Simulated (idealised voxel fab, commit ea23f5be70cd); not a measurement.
The following is a process module called voxel wiring stack.
Square cells of 5 nm make up the cross-section cut, whose width is 240 nm.
Just so we're on the same page, the cross-sections are grids of square cells, and they're listed out in bands top to bottom, each band one or more rows deep. Heights first: top, then bottom, in nm. Then materials, left to right, each with a width in nm. "everywhere" on a single material: fills the band edge to edge. "air": empty space. Below 0: as-received wafer, all one material; heights counted from there. Lowest band: no bottom, goes on down, written "from 0 down". You'd read "30->40" like this: the band's top row of cells is as wide as the first number, its bottom row is as wide as the second, and going down, every row changes width by the same amount as the row before did. No cell of the cross-section changed in a step that is given as "nothing got changed". Each empty space that has no open way to the top and spans at least 8 cells appears under "Sealed internal cavities" as width x height at distance, the distance counted from the left edge, all in nm. On each step's line, the part that comes after the settings is the simulator's own comment on the step. The "overlay nm" setting may appear on a step's line; for a step that uses a mask, it gives how far to the right of its planned position the mask lay, and a negative value indicates the left.

### Here's what the planned process steps look like
1,RECEIVE with material Si
2,CONFORMAL_DEP with material SiO2, thk nm 10
3,DIRECTIONAL_DEP with material TiN, thk nm 5
4,DIRECTIONAL_DEP with material W, thk nm 25
5,MASKED_ETCH with tone cover, mask id METAL_1, width nm 20, pitch nm 40, etch materials W, depth nm 25, overlay nm 0
6,MASKED_ETCH with tone cover, mask id METAL_1, width nm 20, pitch nm 40, etch materials TiN, depth nm 5, overlay nm 0
7,FILL_DEP with material lowk, thk nm 5
8,CMP with height nm 40
9,CONFORMAL_DEP with material SiCN, thk nm 5
10,DIRECTIONAL_DEP with material lowk, thk nm 10
11,MASKED_ETCH with tone open, mask id PLUG_1, width nm 15, pitch nm 40, etch materials lowk, depth nm 10, overlay nm 0
12,MASKED_ETCH with tone open, mask id PLUG_1, width nm 15, pitch nm 40, etch materials SiCN, depth nm 5, overlay nm 0
13,EPI with material Ru, thk nm 10
14,EPI with material Ru, thk nm 5
15,CONFORMAL_DEP with material SiCN, thk nm 5
16,DIRECTIONAL_DEP with material lowk, thk nm 15
17,PATTERN with tone open, mask id METAL_2, material resist, width nm 20, pitch nm 40, thk nm 15, overlay nm 0
18,DIRECTIONAL_ETCH with etch materials lowk, depth nm 15
19,DIRECTIONAL_ETCH with etch materials SiCN, depth nm 5
20,STRIP with etch materials resist
21,CONFORMAL_DEP with material TiN, thk nm 5
22,FILL_DEP with material Cu, thk nm 10
23,CMP with height nm 75
24,EPI with material Ru, thk nm 5
25,FILL_DEP with material SiCN, thk nm 5
26,DIRECTIONAL_DEP with material lowk, thk nm 20
27,MASKED_ETCH with tone open, mask id PLUG_2, width nm 15, pitch nm 80, etch materials lowk, depth nm 20, overlay nm 0
28,MASKED_ETCH with tone open, mask id PLUG_2, width nm 15, pitch nm 80, etch materials SiCN, depth nm 5, overlay nm 0
29,EPI with material Ru, thk nm 10
30,EPI with material Ru, thk nm 10
31,EPI with material Ru, thk nm 5
32,CONFORMAL_DEP with material SiCN, thk nm 5
33,DIRECTIONAL_DEP with material lowk, thk nm 25
34,PATTERN with tone open, mask id METAL_3, material resist, width nm 20, pitch nm 40, thk nm 20, overlay nm 0
35,DIRECTIONAL_ETCH with etch materials lowk, depth nm 25
36,DIRECTIONAL_ETCH with etch materials SiCN, depth nm 5
37,STRIP with etch materials resist
38,CONFORMAL_DEP with material TiN, thk nm 5
39,FILL_DEP with material Ru, thk nm 10
40,CMP with height nm 135
41,CONFORMAL_DEP with material SiCN, thk nm 5

### On the first of the two wafers: run conducted according to plan

### Cross-section of the wafer upon arrival, representing the state reached after step 1
- from 0 down  Si everywhere
- Sealed internal cavities: none

### The wafer in cross-section once step 2 is complete
- from 10 to 0  SiO2 everywhere
- Beneath the level 0, the cross-section is identical to its previous state.

### The wafer in cross-section once step 3 is complete
- from 15 to 10  TiN everywhere
- Beneath the level 10, the cross-section is identical to its previous state.

### The wafer in cross-section once step 4 is complete
- from 40 to 15  W everywhere
- Beneath the level 15, the cross-section is identical to its previous state.

### The wafer in cross-section once step 5 is complete
- from 40 to 15  air 50 nm; W 20 nm; air 20 nm; W 20 nm; air 20 nm; W 20 nm; air 20 nm; W 20 nm; air 50 nm
- Beneath the level 15, the cross-section is identical to its previous state.

### The wafer in cross-section once step 6 is complete
- from 40 to 15  air 50 nm; W 20 nm; air 20 nm; W 20 nm; air 20 nm; W 20 nm; air 20 nm; W 20 nm; air 50 nm
- from 15 to 10  air 50 nm; TiN 20 nm; air 20 nm; TiN 20 nm; air 20 nm; TiN 20 nm; air 20 nm; TiN 20 nm; air 50 nm
- Beneath the level 10, the cross-section is identical to its previous state.

### The wafer in cross-section once step 7 is complete
- from 45 to 40  lowk everywhere
- from 40 to 15  lowk 50 nm; W 20 nm; lowk 20 nm; W 20 nm; lowk 20 nm; W 20 nm; lowk 20 nm; W 20 nm; lowk 50 nm
- from 15 to 10  lowk 50 nm; TiN 20 nm; lowk 20 nm; TiN 20 nm; lowk 20 nm; TiN 20 nm; lowk 20 nm; TiN 20 nm; lowk 50 nm
- Beneath the level 10, the cross-section is identical to its previous state.

### The wafer in cross-section once step 8 is complete
- from 40 to 15  lowk 50 nm; W 20 nm; lowk 20 nm; W 20 nm; lowk 20 nm; W 20 nm; lowk 20 nm; W 20 nm; lowk 50 nm
- Beneath the level 15, the cross-section is identical to its previous state.

### The wafer in cross-section once step 9 is complete
- from 45 to 40  SiCN everywhere
- Beneath the level 40, the cross-section is identical to its previous state.

### The wafer in cross-section once step 10 is complete
- from 55 to 45  lowk everywhere
- Beneath the level 45, the cross-section is identical to its previous state.

### The wafer in cross-section once step 11 is complete
- from 55 to 45  lowk 50 nm; air 15 nm; lowk 25 nm; air 15 nm; lowk 25 nm; air 15 nm; lowk 25 nm; air 15 nm; lowk 55 nm
- Beneath the level 45, the cross-section is identical to its previous state.

### The wafer in cross-section once step 12 is complete
- from 55 to 45  lowk 50 nm; air 15 nm; lowk 25 nm; air 15 nm; lowk 25 nm; air 15 nm; lowk 25 nm; air 15 nm; lowk 55 nm
- from 45 to 40  SiCN 50 nm; air 15 nm; SiCN 25 nm; air 15 nm; SiCN 25 nm; air 15 nm; SiCN 25 nm; air 15 nm; SiCN 55 nm
- Beneath the level 40, the cross-section is identical to its previous state.

### The wafer in cross-section once step 13 is complete
- from 55 to 50  lowk 50 nm; air 15 nm; lowk 25 nm; air 15 nm; lowk 25 nm; air 15 nm; lowk 25 nm; air 15 nm; lowk 55 nm
- from 50 to 45  lowk 50 nm; Ru 15 nm; lowk 25 nm; Ru 15 nm; lowk 25 nm; Ru 15 nm; lowk 25 nm; Ru 15 nm; lowk 55 nm
- from 45 to 40  SiCN 50 nm; Ru 15 nm; SiCN 25 nm; Ru 15 nm; SiCN 25 nm; Ru 15 nm; SiCN 25 nm; Ru 15 nm; SiCN 55 nm
- Beneath the level 40, the cross-section is identical to its previous state.

### The wafer in cross-section once step 14 is complete
- from 55 to 45  lowk 50 nm; Ru 15 nm; lowk 25 nm; Ru 15 nm; lowk 25 nm; Ru 15 nm; lowk 25 nm; Ru 15 nm; lowk 55 nm
- Beneath the level 45, the cross-section is identical to its previous state.

### The wafer in cross-section once step 15 is complete
- from 60 to 55  SiCN everywhere
- Beneath the level 55, the cross-section is identical to its previous state.

### The wafer in cross-section once step 16 is complete
- from 75 to 60  lowk everywhere
- Beneath the level 60, the cross-section is identical to its previous state.

### The wafer in cross-section once step 17 is complete
- from 90 to 75  resist 50 nm; air 20 nm; resist 20 nm; air 20 nm; resist 20 nm; air 20 nm; resist 20 nm; air 20 nm; resist 50 nm
- Beneath the level 75, the cross-section is identical to its previous state.

### The wafer in cross-section once step 18 is complete
- from 90 to 75  resist 50 nm; air 20 nm; resist 20 nm; air 20 nm; resist 20 nm; air 20 nm; resist 20 nm; air 20 nm; resist 50 nm
- from 75 to 60  lowk 50 nm; air 20 nm; lowk 20 nm; air 20 nm; lowk 20 nm; air 20 nm; lowk 20 nm; air 20 nm; lowk 50 nm
- Beneath the level 60, the cross-section is identical to its previous state.

### The wafer in cross-section once step 19 is complete
- from 90 to 75  resist 50 nm; air 20 nm; resist 20 nm; air 20 nm; resist 20 nm; air 20 nm; resist 20 nm; air 20 nm; resist 50 nm
- from 75 to 60  lowk 50 nm; air 20 nm; lowk 20 nm; air 20 nm; lowk 20 nm; air 20 nm; lowk 20 nm; air 20 nm; lowk 50 nm
- from 60 to 55  SiCN 50 nm; air 20 nm; SiCN 20 nm; air 20 nm; SiCN 20 nm; air 20 nm; SiCN 20 nm; air 20 nm; SiCN 50 nm
- Beneath the level 55, the cross-section is identical to its previous state.

### The wafer in cross-section once step 20 is complete
- from 75 to 60  lowk 50 nm; air 20 nm; lowk 20 nm; air 20 nm; lowk 20 nm; air 20 nm; lowk 20 nm; air 20 nm; lowk 50 nm
- Beneath the level 60, the cross-section is identical to its previous state.

### The wafer in cross-section once step 21 is complete
- from 80 to 75  TiN 55 nm; air 10 nm; TiN 30 nm; air 10 nm; TiN 30 nm; air 10 nm; TiN 30 nm; air 10 nm; TiN 55 nm
- from 75 to 60  lowk 50 nm; TiN 5 nm; air 10 nm; TiN 5 nm; lowk 20 nm; TiN 5 nm; air 10 nm; TiN 5 nm; lowk 20 nm; TiN 5 nm; air 10 nm; TiN 5 nm; lowk 20 nm; TiN 5 nm; air 10 nm; TiN 5 nm; lowk 50 nm
- from 60 to 55  SiCN 50 nm; TiN 20 nm; SiCN 20 nm; TiN 20 nm; SiCN 20 nm; TiN 20 nm; SiCN 20 nm; TiN 20 nm; SiCN 50 nm
- Beneath the level 55, the cross-section is identical to its previous state.

### The wafer in cross-section once step 22 is complete
- from 90 to 80  Cu everywhere
- from 80 to 75  TiN 55 nm; Cu 10 nm; TiN 30 nm; Cu 10 nm; TiN 30 nm; Cu 10 nm; TiN 30 nm; Cu 10 nm; TiN 55 nm
- from 75 to 60  lowk 50 nm; TiN 5 nm; Cu 10 nm; TiN 5 nm; lowk 20 nm; TiN 5 nm; Cu 10 nm; TiN 5 nm; lowk 20 nm; TiN 5 nm; Cu 10 nm; TiN 5 nm; lowk 20 nm; TiN 5 nm; Cu 10 nm; TiN 5 nm; lowk 50 nm
- Beneath the level 60, the cross-section is identical to its previous state.

### The wafer in cross-section once step 23 is complete
- from 75 to 60  lowk 50 nm; TiN 5 nm; Cu 10 nm; TiN 5 nm; lowk 20 nm; TiN 5 nm; Cu 10 nm; TiN 5 nm; lowk 20 nm; TiN 5 nm; Cu 10 nm; TiN 5 nm; lowk 20 nm; TiN 5 nm; Cu 10 nm; TiN 5 nm; lowk 50 nm
- Beneath the level 60, the cross-section is identical to its previous state.

### The wafer in cross-section once step 24 is complete
- from 80 to 75  air 45 nm; Ru 30 nm; air 10 nm; Ru 30 nm; air 10 nm; Ru 30 nm; air 10 nm; Ru 30 nm; air 45 nm
- Beneath the level 75, the cross-section is identical to its previous state.

### The wafer in cross-section once step 25 is complete
- from 85 to 80  SiCN everywhere
- from 80 to 75  SiCN 45 nm; Ru 30 nm; SiCN 10 nm; Ru 30 nm; SiCN 10 nm; Ru 30 nm; SiCN 10 nm; Ru 30 nm; SiCN 45 nm
- Beneath the level 75, the cross-section is identical to its previous state.

### The wafer in cross-section once step 26 is complete
- from 105 to 85  lowk everywhere
- Beneath the level 85, the cross-section is identical to its previous state.

### The wafer in cross-section once step 27 is complete
- from 105 to 85  lowk 50 nm; air 15 nm; lowk 65 nm; air 15 nm; lowk 95 nm
- Beneath the level 85, the cross-section is identical to its previous state.

### The wafer in cross-section once step 28 is complete
- from 105 to 85  lowk 50 nm; air 15 nm; lowk 65 nm; air 15 nm; lowk 95 nm
- from 85 to 80  SiCN 50 nm; air 15 nm; SiCN 65 nm; air 15 nm; SiCN 95 nm
- Beneath the level 80, the cross-section is identical to its previous state.

### The wafer in cross-section once step 29 is complete
- from 105 to 90  lowk 50 nm; air 15 nm; lowk 65 nm; air 15 nm; lowk 95 nm
- from 90 to 85  lowk 50 nm; Ru 15 nm; lowk 65 nm; Ru 15 nm; lowk 95 nm
- from 85 to 80  SiCN 50 nm; Ru 15 nm; SiCN 65 nm; Ru 15 nm; SiCN 95 nm
- Beneath the level 80, the cross-section is identical to its previous state.

### The wafer in cross-section once step 30 is complete
- from 105 to 100  lowk 50 nm; air 15 nm; lowk 65 nm; air 15 nm; lowk 95 nm
- from 100 to 85  lowk 50 nm; Ru 15 nm; lowk 65 nm; Ru 15 nm; lowk 95 nm
- Beneath the level 85, the cross-section is identical to its previous state.

### The wafer in cross-section once step 31 is complete
- from 105 to 85  lowk 50 nm; Ru 15 nm; lowk 65 nm; Ru 15 nm; lowk 95 nm
- Beneath the level 85, the cross-section is identical to its previous state.

### The wafer in cross-section once step 32 is complete
- from 110 to 105  SiCN everywhere
- Beneath the level 105, the cross-section is identical to its previous state.

### The wafer in cross-section once step 33 is complete
- from 135 to 110  lowk everywhere
- Beneath the level 110, the cross-section is identical to its previous state.

### The wafer in cross-section once step 34 is complete
- from 155 to 135  resist 50 nm; air 20 nm; resist 20 nm; air 20 nm; resist 20 nm; air 20 nm; resist 20 nm; air 20 nm; resist 50 nm
- Beneath the level 135, the cross-section is identical to its previous state.

### The wafer in cross-section once step 35 is complete
- from 155 to 135  resist 50 nm; air 20 nm; resist 20 nm; air 20 nm; resist 20 nm; air 20 nm; resist 20 nm; air 20 nm; resist 50 nm
- from 135 to 110  lowk 50 nm; air 20 nm; lowk 20 nm; air 20 nm; lowk 20 nm; air 20 nm; lowk 20 nm; air 20 nm; lowk 50 nm
- Beneath the level 110, the cross-section is identical to its previous state.

### The wafer in cross-section once step 36 is complete
- from 155 to 135  resist 50 nm; air 20 nm; resist 20 nm; air 20 nm; resist 20 nm; air 20 nm; resist 20 nm; air 20 nm; resist 50 nm
- from 135 to 110  lowk 50 nm; air 20 nm; lowk 20 nm; air 20 nm; lowk 20 nm; air 20 nm; lowk 20 nm; air 20 nm; lowk 50 nm
- from 110 to 105  SiCN 50 nm; air 20 nm; SiCN 20 nm; air 20 nm; SiCN 20 nm; air 20 nm; SiCN 20 nm; air 20 nm; SiCN 50 nm
- Beneath the level 105, the cross-section is identical to its previous state.

### The wafer in cross-section once step 37 is complete
- from 135 to 110  lowk 50 nm; air 20 nm; lowk 20 nm; air 20 nm; lowk 20 nm; air 20 nm; lowk 20 nm; air 20 nm; lowk 50 nm
- Beneath the level 110, the cross-section is identical to its previous state.

### The wafer in cross-section once step 38 is complete
- from 140 to 135  TiN 55 nm; air 10 nm; TiN 30 nm; air 10 nm; TiN 30 nm; air 10 nm; TiN 30 nm; air 10 nm; TiN 55 nm
- from 135 to 110  lowk 50 nm; TiN 5 nm; air 10 nm; TiN 5 nm; lowk 20 nm; TiN 5 nm; air 10 nm; TiN 5 nm; lowk 20 nm; TiN 5 nm; air 10 nm; TiN 5 nm; lowk 20 nm; TiN 5 nm; air 10 nm; TiN 5 nm; lowk 50 nm
- from 110 to 105  SiCN 50 nm; TiN 20 nm; SiCN 20 nm; TiN 20 nm; SiCN 20 nm; TiN 20 nm; SiCN 20 nm; TiN 20 nm; SiCN 50 nm
- Beneath the level 105, the cross-section is identical to its previous state.

### The wafer in cross-section once step 39 is complete
- from 150 to 140  Ru everywhere
- from 140 to 135  TiN 55 nm; Ru 10 nm; TiN 30 nm; Ru 10 nm; TiN 30 nm; Ru 10 nm; TiN 30 nm; Ru 10 nm; TiN 55 nm
- from 135 to 110  lowk 50 nm; TiN 5 nm; Ru 10 nm; TiN 5 nm; lowk 20 nm; TiN 5 nm; Ru 10 nm; TiN 5 nm; lowk 20 nm; TiN 5 nm; Ru 10 nm; TiN 5 nm; lowk 20 nm; TiN 5 nm; Ru 10 nm; TiN 5 nm; lowk 50 nm
- Beneath the level 110, the cross-section is identical to its previous state.

### The wafer in cross-section once step 40 is complete
- from 135 to 110  lowk 50 nm; TiN 5 nm; Ru 10 nm; TiN 5 nm; lowk 20 nm; TiN 5 nm; Ru 10 nm; TiN 5 nm; lowk 20 nm; TiN 5 nm; Ru 10 nm; TiN 5 nm; lowk 20 nm; TiN 5 nm; Ru 10 nm; TiN 5 nm; lowk 50 nm
- Beneath the level 110, the cross-section is identical to its previous state.

### The wafer in cross-section once step 41 is complete
- from 140 to 135  SiCN everywhere
- Beneath the level 135, the cross-section is identical to its previous state.

### It is to be noted that the second wafer proceeded from the same initial state and according to the same plan as the first, although one mistake was committed in its execution; through step 37, inclusive, the two wafers share an identical history

### At the planned end of step 38, the second wafer in cross-section
- from 140 to 110  lowk 55 nm; air 10 nm; lowk 30 nm; air 10 nm; lowk 30 nm; air 10 nm; lowk 30 nm; air 10 nm; lowk 55 nm
- from 110 to 105  SiCN 50 nm; lowk 20 nm; SiCN 20 nm; lowk 20 nm; SiCN 20 nm; lowk 20 nm; SiCN 20 nm; lowk 20 nm; SiCN 50 nm
- Beneath the level 105, the cross-section is identical to its previous state.

### At the planned end of step 39, the second wafer in cross-section
- from 150 to 140  Ru everywhere
- from 140 to 110  lowk 55 nm; Ru 10 nm; lowk 30 nm; Ru 10 nm; lowk 30 nm; Ru 10 nm; lowk 30 nm; Ru 10 nm; lowk 55 nm
- Beneath the level 110, the cross-section is identical to its previous state.

### At the planned end of step 40, the second wafer in cross-section
- from 135 to 110  lowk 55 nm; Ru 10 nm; lowk 30 nm; Ru 10 nm; lowk 30 nm; Ru 10 nm; lowk 30 nm; Ru 10 nm; lowk 55 nm
- Beneath the level 110, the cross-section is identical to its previous state.

### At the planned end of step 41, the second wafer in cross-section
- from 140 to 135  SiCN everywhere
- Beneath the level 135, the cross-section is identical to its previous state.
Heads up, the wafer didn't run the way we planned it: step 38 was processed under conditions differing from the plan, specifically as CONFORMAL_DEP with material lowk, thk nm 5
The closing comparison, in cells, has the second wafer with more or fewer of some materials than the first: -56 TiN | +56 lowk
